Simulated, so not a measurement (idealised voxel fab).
You're looking at the process module voxel spacer lines.
It is cross-section cut that appears here, measuring 215 nm in width, its square cells being 5 nm in size.
The cross-sections in this document take the form of a grid made of square cells. They are written out as bands, in order from top to bottom. Each band consists of one or more rows of cells.
The band entry comprises the height of the band's top followed by the height of its bottom, expressed in nm, and subsequently the band's materials from left to right, each stated together with its width in nm. Where a single material is marked with the word "throughout", that material fills the band from edge to edge. The word "air" represents empty space.
Counting heights begins at 0, where everything beneath is, in the wafer as received, one material. The lowest band has no bottom; it goes on downwards, as "0 down" shows.
Top row gets the first number, bottom row gets the second, and each row in between changes by the same step: that is how a band width like "30 to 40" works.
Reading "nothing got changed" for a step: not a cell of the cross-section changed in it.
So "Internal closed voids" is basically the list of trapped voids: any empty space of 8 cells or more that can't reach the top through an opening. They're written width x height at distance, the distance being from the left edge, and it's all nm.
That trailing text on a step's line, after the settings, is the simulator's own remark on the step.
The optional step-line setting "overlay nm" applies to steps with a mask and quantifies how far to the right of its planned location the mask lay, a negative value indicating leftward placement.

**The steps planned for the process are as follows**
1,RECEIVE (material Si)
2,CONFORMAL_DEP (material Al2O3; thk nm 10)
3,DIRECTIONAL_DEP (material SiN; thk nm 15)
4,DIRECTIONAL_DEP (material aC; thk nm 30)
5,PATTERN (tone cover; mask id MANDREL; material resist; width nm 15; pitch nm 60; thk nm 40; overlay nm 0)
6,DIRECTIONAL_ETCH (etch materials aC; depth nm 30)
7,STRIP (etch materials resist)
8,CONFORMAL_DEP (material SiO2; thk nm 15)
9,DIRECTIONAL_ETCH (etch materials SiO2; depth nm 15)
10,STRIP (etch materials aC)
11,DIRECTIONAL_ETCH (etch materials SiN; depth nm 15)
12,STRIP (etch materials SiO2)

**Step 1 complete: cross-section of the wafer as received**
> 0 down: Si throughout
> Internal closed voids: none

**Cross-sectional view of the first of the two wafers upon completion of the module, processed in accordance with the plan**
> 25 to 10: 55 air / 15 SiN / 15 air / 15 SiN / 15 air / 15 SiN / 15 air / 15 SiN / 55 air
> 10 to 0: Al2O3 throughout
> 0 down: Si throughout
> Internal closed voids: none

**So this is wafer number two of the two, cut at the end of the module - it started where the first did and had the same plan, we just got one thing wrong running it**
> 25 to 10: 55 air / 15 SiN / 15 air / 15 SiN / 15 air / 15 SiN / 15 air / 15 SiN / 55 air
> 10 to 0: aC throughout
> 0 down: Si throughout
> Internal closed voids: none
Nonconformance to the process plan: heads up, step 2 didn't go per plan, it actually ran as CONFORMAL_DEP (material aC; thk nm 10)
Final difference in cells, second wafer against first, listed per material as more or fewer: Al2O3 -86 | aC +86
